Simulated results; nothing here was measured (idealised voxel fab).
This is a process module. Its name is voxel quadruple lines.
The cross-section on display is named cut; it measures 225 nm wide, and its cells are 5 nm squares.
This document writes a cross-section as a grid whose cells are square, and gives it as bands, listed from the top down; one or more rows of cells form a band. Within each band entry, the heights of the top and of the bottom of the band appear first, in that order and in nm; the materials of the band then follow from left to right, each with its corresponding width in nm. The designation "everywhere" on a single material indicates that it fills the band from edge to edge; the designation "air" indicates empty space. Convention: height 0 is the level below which the wafer, as received, is all one material. The lowest band does not terminate at the bottom but continues downward, represented as "0 -> down". A width given as "30 to 40" starts at the first number in the band's top row and ends at the second number in its bottom row, shifting by an equal amount at every step from row to row. "remains unaltered" (step): cross-section cells unchanged, all of them. Enclosed voids (no open way to top), threshold 8 cells or more, entry "Cavities, sealed", notation width x height at distance, distance from left edge, nm. What comes after the settings on a step's line is commentary from the simulator itself on that step. For masked steps, "overlay nm" on the step line gives how far right of plan the mask actually lay; a minus sign means it lay to the left.

Here's what the planned process steps look like:
1: RECEIVE (material Si)
2: CONFORMAL_DEP (material SiO2; thk nm 5)
3: DIRECTIONAL_DEP (material W; thk nm 10)
4: DIRECTIONAL_DEP (material polySi; thk nm 15)
5: DIRECTIONAL_DEP (material aC; thk nm 20)
6: PATTERN (tone cover; mask id MANDREL; material resist; width nm 20; thk nm 30; overlay nm 0)
7: DIRECTIONAL_ETCH (etch materials aC; depth nm 20)
8: STRIP (etch materials resist)
9: CONFORMAL_DEP (material SiO2; thk nm 10)
10: DIRECTIONAL_ETCH (etch materials SiO2; depth nm 10)
11: STRIP (etch materials aC)
12: DIRECTIONAL_ETCH (etch materials polySi; depth nm 15)
13: STRIP (etch materials SiO2)
14: CONFORMAL_DEP (material SiCN; thk nm 5)
15: DIRECTIONAL_ETCH (etch materials SiCN; depth nm 5)
16: STRIP (etch materials polySi)
17: DIRECTIONAL_ETCH (etch materials W; depth nm 10)
18: STRIP (etch materials SiCN)
19: FILL_DEP (material SiO2; thk nm 10)
20: CMP (height nm 15)

Cross-section of the wafer at receipt, which is the condition after step 1:
	0 -> down | Si everywhere
	Cavities, sealed: none

Module complete, cross-section. Starting point and plan per above. One mistake made in running the module:
	15 -> 5 | aC (85); W (5); aC (10); W (5); aC (10); W (5); aC (10); W (5); aC (90)
	5 -> 0 | SiO2 everywhere
	0 -> down | Si everywhere
	Cavities, sealed: none
Here's what went sideways: step 19 ran as: FILL_DEP (material aC; thk nm 10)
